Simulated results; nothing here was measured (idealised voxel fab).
The following process module bears the name voxel double patterning.
For reference, the cross-section in this document is cut, with width 295 nm and square cells of 5 nm.
Cross-section spec: square-cell grid; bands listed top down; each band is one or more rows.
Look at the band entry: it leads with the top's height and the bottom's height in nm. Then it lists the materials left to right, with a width in nm for each. The word "all across" on a single material says that material fills the band edge to edge. The word "empty" is empty space.
Convention: height 0 is the level below which the wafer, as received, is all one material. The lowest band does not terminate at the bottom but continues downward, represented as "0..down".
So if you see something like "30 to 40" for the width, read it as the top row of the band sitting at the first number and the bottom row at the second, with every row in between moving by the same amount as the last.
"identical to before" for a step: no cell of the cross-section changed in that step.
So "Sealed-off cavities" is basically the list of trapped voids: any empty space of 8 cells or more that can't reach the top through an opening. They're written width x height at distance, the distance being from the left edge, and it's all nm.
Anything after a step's settings on that line? It's the simulator's own note about the step.
overlay nm: on a step with a mask, how far right of its planned place the mask lay; negative means left.
[Listed below are the process steps as planned]
1) RECEIVE, material Si
2) CONFORMAL_DEP, material SiN, thk nm 5
3) DIRECTIONAL_DEP, material SiO2, thk nm 10
4) DIRECTIONAL_DEP, material SiCN, thk nm 10
5) MASKED_ETCH, tone open, mask id FIRST, width nm 15, pitch nm 50, etch materials SiCN, depth nm 10, overlay nm 0
6) PATTERN, tone open, mask id SECOND, material resist, width nm 15, thk nm 15, overlay nm 0
7) DIRECTIONAL_ETCH, etch materials SiCN, depth nm 10
8) STRIP, etch materials resist
9) DIRECTIONAL_ETCH, etch materials SiO2, depth nm 10
10) STRIP, etch materials SiCN
[First of two wafers, with the run carried out as planned]
[The cross-section here shows the wafer as received, i.e. in its state after step 1]
* 0..down | Si all across
* Sealed-off cavities: none
[Wafer after step 2 (cross-section)]
* 5..0 | SiN all across
* Below 0, no change.
[Wafer after step 3 (cross-section)]
* 15..5 | SiO2 all across
* Below 5, no change.
[Wafer after step 4 (cross-section)]
* 25..15 | SiCN all across
* Below 15, no change.
[Wafer after step 5 (cross-section)]
* 25..15 | 115 nm SiCN | 15 nm empty | 35 nm SiCN | 15 nm empty | 115 nm SiCN
* Below 15, no change.
[Wafer after step 6 (cross-section)]
* 40..25 | 140 nm resist | 15 nm empty | 140 nm resist
* 25..15 | 115 nm SiCN | 15 nm resist | 35 nm SiCN | 15 nm resist | 115 nm SiCN
* Below 15, no change.
[Wafer after step 7 (cross-section)]
* 40..25 | 140 nm resist | 15 nm empty | 140 nm resist
* 25..15 | 115 nm SiCN | 15 nm resist | 10 nm SiCN | 15 nm empty | 10 nm SiCN | 15 nm resist | 115 nm SiCN
* Below 15, no change.
[Wafer after step 8 (cross-section)]
* 25..15 | 115 nm SiCN | 15 nm empty | 10 nm SiCN | 15 nm empty | 10 nm SiCN | 15 nm empty | 115 nm SiCN
* Below 15, no change.
[Wafer after step 9 (cross-section)]
* 25..15 | 115 nm SiCN | 15 nm empty | 10 nm SiCN | 15 nm empty | 10 nm SiCN | 15 nm empty | 115 nm SiCN
* 15..5 | 115 nm SiO2 | 15 nm empty | 10 nm SiO2 | 15 nm empty | 10 nm SiO2 | 15 nm empty | 115 nm SiO2
* Below 5, no change.
[Wafer after step 10 (cross-section)]
* 15..5 | 115 nm SiO2 | 15 nm empty | 10 nm SiO2 | 15 nm empty | 10 nm SiO2 | 15 nm empty | 115 nm SiO2
* Below 5, no change.
[Companion wafer, the second of two: same beginning, same intended sequence, one mistake in carrying it out; through step 9 inclusive it tracks the first exactly]
The second wafer in cross-section, at the planned close of step 10: identical to before
In executing the process, a mistake was made relative to the plan: step 10 of the plan never got run, it was skipped over
Once processing is complete, comparing cell counts shows that the second wafer has more or fewer of certain materials than the first: SiCN: 100 more
